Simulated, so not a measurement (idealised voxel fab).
process module | voxel gate over fins
cross-section cut | 220 nm wide | cells 5 nm
A cross-section is a grid of square cells, given in bands from the top down. A band is one or more rows of cells.
Each band's line starts with the height of the band's top and of its bottom, in nm. Then come its materials from left to right, each with its width in nm. One material with "throughout" fills the band from edge to edge. "air" is empty space.
Height 0 is the level under which the wafer as received is all one material. The lowest band goes on downwards, as in "0 down".
A width such as "30 to 40" changes by the same amount from each row of cells to the next, from the band's top row to its bottom row.
"no change" after a step means that no cell of the cross-section changed.
closed voids: empty space of 8 cells or more with no open way to the top, each as width x height at its distance from the left edge, in nm
after a step's settings: what the simulator itself notes on the step
overlay nm, on a step with a mask: how far to the right of its planned place the mask lay; to the left if negative
plan
1 op RECEIVE | material Si
2 op CONFORMAL_DEP | material SiN | thk nm 5
3 op MASKED_ETCH | tone cover | mask id FINS | width nm 15 | pitch nm 50 | etch materials SiN | depth nm 5 | overlay nm 0
4 op MASKED_ETCH | tone cover | mask id FINS | width nm 15 | pitch nm 50 | etch materials Si | depth nm 40 | overlay nm 0
5 op FILL_DEP | material SiO2 | thk nm 5
6 op CMP | height nm 5
7 op PATTERN | tone open | mask id RAIL | material resist | width nm 15 | thk nm 15 | overlay nm 0
8 op DIRECTIONAL_ETCH | etch materials SiO2 | depth nm 40
9 op STRIP | etch materials resist
10 op CONFORMAL_DEP | material TiN | thk nm 5
11 op FILL_DEP | material Ru | thk nm 10
12 op CMP | height nm 5
13 op SELECTIVE_ETCH | etch materials W Ru TiN | depth nm 30
14 op FILL_DEP | material SiO2 | thk nm 5
15 op CMP | height nm 5
16 op SELECTIVE_ETCH | etch materials SiO2 | depth nm 20
17 op STRIP | etch materials SiN
18 op CONFORMAL_DEP | material HfO2 | thk nm 5
19 op CONFORMAL_DEP | material TiN | thk nm 5
20 op CONFORMAL_DEP | material TiAl | thk nm 5
21 op CONFORMAL_DEP | material TiN | thk nm 5
22 op FILL_DEP | material W | thk nm 15
23 op CMP | height nm 30
24 op CONFORMAL_DEP | material SiN | thk nm 5
first wafer, as planned
as received, after step 1
  0 down: Si throughout
  closed voids: none
after step 2
  5 to 0: SiN throughout
  below 0: unchanged
after step 3
  5 to 0: air 50 | SiN 15 | air 35 | SiN 15 | air 35 | SiN 15 | air 55
  below 0: unchanged
after step 4
  5 to 0: air 50 | SiN 15 | air 35 | SiN 15 | air 35 | SiN 15 | air 55
  0 to -40: air 50 | Si 15 | air 35 | Si 15 | air 35 | Si 15 | air 55
  below -40: unchanged
after step 5
  10 to 5: SiO2 throughout
  5 to 0: SiO2 50 | SiN 15 | SiO2 35 | SiN 15 | SiO2 35 | SiN 15 | SiO2 55
  0 to -40: SiO2 50 | Si 15 | SiO2 35 | Si 15 | SiO2 35 | Si 15 | SiO2 55
  below -40: unchanged
after step 6
  5 to 0: SiO2 50 | SiN 15 | SiO2 35 | SiN 15 | SiO2 35 | SiN 15 | SiO2 55
  below 0: unchanged
after step 7
  20 to 5: resist 75 | air 15 | resist 130
  below 5: unchanged
after step 8
  20 to 5: resist 75 | air 15 | resist 130
  5 to 0: SiO2 50 | SiN 15 | SiO2 10 | air 15 | SiO2 10 | SiN 15 | SiO2 35 | SiN 15 | SiO2 55
  0 to -35: SiO2 50 | Si 15 | SiO2 10 | air 15 | SiO2 10 | Si 15 | SiO2 35 | Si 15 | SiO2 55
  below -35: unchanged
after step 9
  5 to 0: SiO2 50 | SiN 15 | SiO2 10 | air 15 | SiO2 10 | SiN 15 | SiO2 35 | SiN 15 | SiO2 55
  below 0: unchanged
after step 10
  10 to 5: TiN 80 | air 5 | TiN 135
  5 to 0: SiO2 50 | SiN 15 | SiO2 10 | TiN 5 | air 5 | TiN 5 | SiO2 10 | SiN 15 | SiO2 35 | SiN 15 | SiO2 55
  0 to -30: SiO2 50 | Si 15 | SiO2 10 | TiN 5 | air 5 | TiN 5 | SiO2 10 | Si 15 | SiO2 35 | Si 15 | SiO2 55
  -30 to -35: SiO2 50 | Si 15 | SiO2 10 | TiN 15 | SiO2 10 | Si 15 | SiO2 35 | Si 15 | SiO2 55
  below -35: unchanged
after step 11
  20 to 10: Ru throughout
  10 to 5: TiN 80 | Ru 5 | TiN 135
  5 to 0: SiO2 50 | SiN 15 | SiO2 10 | TiN 5 | Ru 5 | TiN 5 | SiO2 10 | SiN 15 | SiO2 35 | SiN 15 | SiO2 55
  0 to -30: SiO2 50 | Si 15 | SiO2 10 | TiN 5 | Ru 5 | TiN 5 | SiO2 10 | Si 15 | SiO2 35 | Si 15 | SiO2 55
  below -30: unchanged
after step 12
  5 to 0: SiO2 50 | SiN 15 | SiO2 10 | TiN 5 | Ru 5 | TiN 5 | SiO2 10 | SiN 15 | SiO2 35 | SiN 15 | SiO2 55
  below 0: unchanged
after step 13
  5 to 0: SiO2 50 | SiN 15 | SiO2 10 | air 15 | SiO2 10 | SiN 15 | SiO2 35 | SiN 15 | SiO2 55
  0 to -25: SiO2 50 | Si 15 | SiO2 10 | air 15 | SiO2 10 | Si 15 | SiO2 35 | Si 15 | SiO2 55
  below -25: unchanged
after step 14
  10 to 5: SiO2 throughout
  5 to 0: SiO2 50 | SiN 15 | SiO2 35 | SiN 15 | SiO2 35 | SiN 15 | SiO2 55
  0 to -25: SiO2 50 | Si 15 | SiO2 35 | Si 15 | SiO2 35 | Si 15 | SiO2 55
  below -25: unchanged
after step 15
  5 to 0: SiO2 50 | SiN 15 | SiO2 35 | SiN 15 | SiO2 35 | SiN 15 | SiO2 55
  below 0: unchanged
after step 16
  5 to 0: air 50 | SiN 15 | air 35 | SiN 15 | air 35 | SiN 15 | air 55
  0 to -15: air 50 | Si 15 | air 35 | Si 15 | air 35 | Si 15 | air 55
  below -15: unchanged
after step 17
  0 to -15: air 50 | Si 15 | air 35 | Si 15 | air 35 | Si 15 | air 55
  below -15: unchanged
after step 18
  5 to 0: air 45 | HfO2 25 | air 25 | HfO2 25 | air 25 | HfO2 25 | air 50
  0 to -10: air 45 | HfO2 5 | Si 15 | HfO2 5 | air 25 | HfO2 5 | Si 15 | HfO2 5 | air 25 | HfO2 5 | Si 15 | HfO2 5 | air 50
  -10 to -15: HfO2 50 | Si 15 | HfO2 35 | Si 15 | HfO2 35 | Si 15 | HfO2 55
  below -15: unchanged
after step 19
  10 to 5: air 40 | TiN 35 | air 15 | TiN 35 | air 15 | TiN 35 | air 45
  5 to 0: air 40 | TiN 5 | HfO2 25 | TiN 5 | air 15 | TiN 5 | HfO2 25 | TiN 5 | air 15 | TiN 5 | HfO2 25 | TiN 5 | air 45
  0 to -5: air 40 | TiN 5 | HfO2 5 | Si 15 | HfO2 5 | TiN 5 | air 15 | TiN 5 | HfO2 5 | Si 15 | HfO2 5 | TiN 5 | air 15 | TiN 5 | HfO2 5 | Si 15 | HfO2 5 | TiN 5 | air 45
  -5 to -10: TiN 45 | HfO2 5 | Si 15 | HfO2 5 | TiN 25 | HfO2 5 | Si 15 | HfO2 5 | TiN 25 | HfO2 5 | Si 15 | HfO2 5 | TiN 50
  below -10: unchanged
after step 20
  15 to 10: air 35 | TiAl 45 | air 5 | TiAl 45 | air 5 | TiAl 45 | air 40
  10 to 5: air 35 | TiAl 5 | TiN 35 | TiAl 5 | air 5 | TiAl 5 | TiN 35 | TiAl 5 | air 5 | TiAl 5 | TiN 35 | TiAl 5 | air 40
  5 to 0: air 35 | TiAl 5 | TiN 5 | HfO2 25 | TiN 5 | TiAl 5 | air 5 | TiAl 5 | TiN 5 | HfO2 25 | TiN 5 | TiAl 5 | air 5 | TiAl 5 | TiN 5 | HfO2 25 | TiN 5 | TiAl 5 | air 40
  0 to -5: TiAl 40 | TiN 5 | HfO2 5 | Si 15 | HfO2 5 | TiN 5 | TiAl 15 | TiN 5 | HfO2 5 | Si 15 | HfO2 5 | TiN 5 | TiAl 15 | TiN 5 | HfO2 5 | Si 15 | HfO2 5 | TiN 5 | TiAl 45
  below -5: unchanged
after step 21
  20 to 15: air 30 | TiN 155 | air 35
  15 to 10: air 30 | TiN 5 | TiAl 45 | TiN 5 | TiAl 45 | TiN 5 | TiAl 45 | TiN 5 | air 35
  10 to 5: air 30 | TiN 5 | TiAl 5 | TiN 35 | TiAl 5 | TiN 5 | TiAl 5 | TiN 35 | TiAl 5 | TiN 5 | TiAl 5 | TiN 35 | TiAl 5 | TiN 5 | air 35
  5 to 0: TiN 35 | TiAl 5 | TiN 5 | HfO2 25 | TiN 5 | TiAl 5 | TiN 5 | TiAl 5 | TiN 5 | HfO2 25 | TiN 5 | TiAl 5 | TiN 5 | TiAl 5 | TiN 5 | HfO2 25 | TiN 5 | TiAl 5 | TiN 40
  below 0: unchanged
after step 22
  35 to 20: W throughout
  20 to 15: W 30 | TiN 155 | W 35
  15 to 10: W 30 | TiN 5 | TiAl 45 | TiN 5 | TiAl 45 | TiN 5 | TiAl 45 | TiN 5 | W 35
  10 to 5: W 30 | TiN 5 | TiAl 5 | TiN 35 | TiAl 5 | TiN 5 | TiAl 5 | TiN 35 | TiAl 5 | TiN 5 | TiAl 5 | TiN 35 | TiAl 5 | TiN 5 | W 35
  below 5: unchanged
after step 23
  30 to 20: W throughout
  below 20: unchanged
after step 24
  35 to 30: SiN throughout
  below 30: unchanged
second wafer: like start, like plan, one mistake. Through step 6 it matches the first wafer
when step 7 should have ended
  20 to 5: air 75 | resist 15 | air 130
  below 5: unchanged
when step 8 should have ended
  20 to 5: air 75 | resist 15 | air 130
  5 to 0: air 50 | SiN 15 | air 10 | SiO2 15 | air 10 | SiN 15 | air 35 | SiN 15 | air 55
  0 to -35: air 50 | Si 15 | air 10 | SiO2 15 | air 10 | Si 15 | air 35 | Si 15 | air 55
  below -35: unchanged
when step 9 should have ended
  5 to 0: air 50 | SiN 15 | air 10 | SiO2 15 | air 10 | SiN 15 | air 35 | SiN 15 | air 55
  below 0: unchanged
when step 10 should have ended
  10 to 5: air 45 | TiN 75 | air 25 | TiN 25 | air 50
  5 to 0: air 45 | TiN 5 | SiN 15 | TiN 10 | SiO2 15 | TiN 10 | SiN 15 | TiN 5 | air 25 | TiN 5 | SiN 15 | TiN 5 | air 50
  0 to -30: air 45 | TiN 5 | Si 15 | TiN 10 | SiO2 15 | TiN 10 | Si 15 | TiN 5 | air 25 | TiN 5 | Si 15 | TiN 5 | air 50
  -30 to -35: TiN 50 | Si 15 | TiN 10 | SiO2 15 | TiN 10 | Si 15 | TiN 35 | Si 15 | TiN 55
  below -35: unchanged
when step 11 should have ended
  20 to 10: Ru throughout
  10 to 5: Ru 45 | TiN 75 | Ru 25 | TiN 25 | Ru 50
  5 to 0: Ru 45 | TiN 5 | SiN 15 | TiN 10 | SiO2 15 | TiN 10 | SiN 15 | TiN 5 | Ru 25 | TiN 5 | SiN 15 | TiN 5 | Ru 50
  0 to -30: Ru 45 | TiN 5 | Si 15 | TiN 10 | SiO2 15 | TiN 10 | Si 15 | TiN 5 | Ru 25 | TiN 5 | Si 15 | TiN 5 | Ru 50
  below -30: unchanged
when step 12 should have ended
  5 to 0: Ru 45 | TiN 5 | SiN 15 | TiN 10 | SiO2 15 | TiN 10 | SiN 15 | TiN 5 | Ru 25 | TiN 5 | SiN 15 | TiN 5 | Ru 50
  below 0: unchanged
when step 13 should have ended
  5 to 0: air 50 | SiN 15 | air 10 | SiO2 15 | air 10 | SiN 15 | air 35 | SiN 15 | air 55
  0 to -25: air 50 | Si 15 | air 10 | SiO2 15 | air 10 | Si 15 | air 35 | Si 15 | air 55
  below -25: unchanged
when step 14 should have ended
  10 to 5: SiO2 throughout
  5 to 0: SiO2 50 | SiN 15 | SiO2 35 | SiN 15 | SiO2 35 | SiN 15 | SiO2 55
  0 to -25: SiO2 50 | Si 15 | SiO2 35 | Si 15 | SiO2 35 | Si 15 | SiO2 55
  below -25: unchanged
when step 15 should have ended
  5 to 0: SiO2 50 | SiN 15 | SiO2 35 | SiN 15 | SiO2 35 | SiN 15 | SiO2 55
  below 0: unchanged
when step 16 should have ended
  5 to 0: air 50 | SiN 15 | air 35 | SiN 15 | air 35 | SiN 15 | air 55
  0 to -15: air 50 | Si 15 | air 35 | Si 15 | air 35 | Si 15 | air 55
  below -15: unchanged
when step 17 should have ended
  0 to -15: air 50 | Si 15 | air 35 | Si 15 | air 35 | Si 15 | air 55
  below -15: unchanged
when step 18 should have ended
  5 to 0: air 45 | HfO2 25 | air 25 | HfO2 25 | air 25 | HfO2 25 | air 50
  0 to -10: air 45 | HfO2 5 | Si 15 | HfO2 5 | air 25 | HfO2 5 | Si 15 | HfO2 5 | air 25 | HfO2 5 | Si 15 | HfO2 5 | air 50
  -10 to -15: HfO2 50 | Si 15 | HfO2 35 | Si 15 | HfO2 35 | Si 15 | HfO2 55
  below -15: unchanged
when step 19 should have ended
  10 to 5: air 40 | TiN 35 | air 15 | TiN 35 | air 15 | TiN 35 | air 45
  5 to 0: air 40 | TiN 5 | HfO2 25 | TiN 5 | air 15 | TiN 5 | HfO2 25 | TiN 5 | air 15 | TiN 5 | HfO2 25 | TiN 5 | air 45
  0 to -5: air 40 | TiN 5 | HfO2 5 | Si 15 | HfO2 5 | TiN 5 | air 15 | TiN 5 | HfO2 5 | Si 15 | HfO2 5 | TiN 5 | air 15 | TiN 5 | HfO2 5 | Si 15 | HfO2 5 | TiN 5 | air 45
  -5 to -10: TiN 45 | HfO2 5 | Si 15 | HfO2 5 | TiN 25 | HfO2 5 | Si 15 | HfO2 5 | TiN 25 | HfO2 5 | Si 15 | HfO2 5 | TiN 50
  below -10: unchanged
when step 20 should have ended
  15 to 10: air 35 | TiAl 45 | air 5 | TiAl 45 | air 5 | TiAl 45 | air 40
  10 to 5: air 35 | TiAl 5 | TiN 35 | TiAl 5 | air 5 | TiAl 5 | TiN 35 | TiAl 5 | air 5 | TiAl 5 | TiN 35 | TiAl 5 | air 40
  5 to 0: air 35 | TiAl 5 | TiN 5 | HfO2 25 | TiN 5 | TiAl 5 | air 5 | TiAl 5 | TiN 5 | HfO2 25 | TiN 5 | TiAl 5 | air 5 | TiAl 5 | TiN 5 | HfO2 25 | TiN 5 | TiAl 5 | air 40
  0 to -5: TiAl 40 | TiN 5 | HfO2 5 | Si 15 | HfO2 5 | TiN 5 | TiAl 15 | TiN 5 | HfO2 5 | Si 15 | HfO2 5 | TiN 5 | TiAl 15 | TiN 5 | HfO2 5 | Si 15 | HfO2 5 | TiN 5 | TiAl 45
  below -5: unchanged
when step 21 should have ended
  20 to 15: air 30 | TiN 155 | air 35
  15 to 10: air 30 | TiN 5 | TiAl 45 | TiN 5 | TiAl 45 | TiN 5 | TiAl 45 | TiN 5 | air 35
  10 to 5: air 30 | TiN 5 | TiAl 5 | TiN 35 | TiAl 5 | TiN 5 | TiAl 5 | TiN 35 | TiAl 5 | TiN 5 | TiAl 5 | TiN 35 | TiAl 5 | TiN 5 | air 35
  5 to 0: TiN 35 | TiAl 5 | TiN 5 | HfO2 25 | TiN 5 | TiAl 5 | TiN 5 | TiAl 5 | TiN 5 | HfO2 25 | TiN 5 | TiAl 5 | TiN 5 | TiAl 5 | TiN 5 | HfO2 25 | TiN 5 | TiAl 5 | TiN 40
  below 0: unchanged
when step 22 should have ended
  35 to 20: W throughout
  20 to 15: W 30 | TiN 155 | W 35
  15 to 10: W 30 | TiN 5 | TiAl 45 | TiN 5 | TiAl 45 | TiN 5 | TiAl 45 | TiN 5 | W 35
  10 to 5: W 30 | TiN 5 | TiAl 5 | TiN 35 | TiAl 5 | TiN 5 | TiAl 5 | TiN 35 | TiAl 5 | TiN 5 | TiAl 5 | TiN 35 | TiAl 5 | TiN 5 | W 35
  below 5: unchanged
when step 23 should have ended
  30 to 20: W throughout
  below 20: unchanged
when step 24 should have ended
  35 to 30: SiN throughout
  below 30: unchanged
what went wrong: step 7 ran as: op PATTERN | tone cover | mask id RAIL | material resist | width nm 15 | thk nm 15 | overlay nm 0
at the end the second wafer has, in cells: 23 more of Ru | 58 fewer of SiO2 | 35 more of TiN
